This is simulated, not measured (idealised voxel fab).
The process module that follows is named voxel fin reveal.
Pictured: cross-section cut, 275 nm wide, on a grid of 5 nm square cells.
For the purposes of this document, a cross-section shall be understood as a grid of square cells, specified as bands listed in top-to-bottom order, each band consisting of one or more rows of cells.
Heads up on the band format: heights come first, top then bottom, in nm. After that it's the materials left to right, each with its width in nm. A single material flagged "full width" fills the whole band edge to edge, and "air" means there's empty space there.
Beneath 0, the wafer as received is one material, and that level is where height counting begins. The lowest band goes on downward without a bottom; it is written like "top 0, no bottom".
Width spec "30->40" -> top row of cells at first value, bottom row at second value, equal per-row change in between.
It should be understood that the words "remained the same", when stated for a given step, signify that the cross-section underwent no change in any of its cells during that step.
Voids not open to the top, 8 cells minimum: see "Unvented internal voids". Written width x height at distance; distance is from the left edge; nm.
Where a step's line continues beyond its settings, the continuation is a remark by the simulator itself on that step.
overlay nm: on a step with a mask, how far right of its planned place the mask lay; negative means left.
The steps planned for the process are as follows:
1: RECEIVE [material Si]
2: CONFORMAL_DEP [material SiN] [thk nm 5]
3: MASKED_ETCH [tone cover] [mask id FINS] [width nm 15] [pitch nm 40] [etch materials SiN] [depth nm 5] [overlay nm 0]
4: MASKED_ETCH [tone cover] [mask id FINS] [width nm 15] [pitch nm 40] [etch materials Si] [depth nm 30] [overlay nm 0]
5: OXIDIZE [depth nm 5]
6: FILL_DEP [material SiO2] [thk nm 15]
7: CMP [height nm 5]
8: SELECTIVE_ETCH [etch materials SiO2] [depth nm 15]
9: STRIP [etch materials SiN]
10: CONFORMAL_DEP [material SiO2] [thk nm 5]
Across this set of wafers, the varied parameter is the width nm of step 3. Starting conditions are identical for every wafer, and the plan reports the value assigned to the first wafer.
Incoming state of the first of several wafers in cross-section: after step 1:
	top 0, no bottom: Si full width
	Unvented internal voids: none
Cross-section, first of several wafers, end of module, after last step 10:
	top 5, bottom 0: 110 nm air, then 15 nm SiO2, then 25 nm air, then 15 nm SiO2, then 110 nm air
	top 0, bottom -5: 110 nm air, then 5 nm SiO2, then 5 nm Si, then 5 nm SiO2, then 25 nm air, then 5 nm SiO2, then 5 nm Si, then 5 nm SiO2, then 110 nm air
	top -5, bottom -35: 115 nm SiO2, then 5 nm Si, then 35 nm SiO2, then 5 nm Si, then 115 nm SiO2
	top -35, no bottom: Si full width
	Unvented internal voids: none
Cross-section of the last wafer at end of module:
	top 5, bottom 0: 105 nm air, then 25 nm SiO2, then 15 nm air, then 25 nm SiO2, then 105 nm air
	top 0, bottom -5: 105 nm air, then 5 nm SiO2, then 15 nm Si, then 5 nm SiO2, then 15 nm air, then 5 nm SiO2, then 15 nm Si, then 5 nm SiO2, then 105 nm air
	top -5, bottom -35: 110 nm SiO2, then 15 nm Si, then 25 nm SiO2, then 15 nm Si, then 110 nm SiO2
	top -35, no bottom: Si full width
	Unvented internal voids: none
For your reference, the table is organized with a row per wafer; each row reflects the wafer at the end of the module, indicating for each material the cells gained (+) or lost (-) since receipt, and thereafter its closed voids:
width nm 15, -371 Si, +328 SiO2, Unvented internal voids: none
width nm 20, -357 Si, +318 SiO2, Unvented internal voids: none
width nm 25, -343 Si, +308 SiO2, Unvented internal voids: none
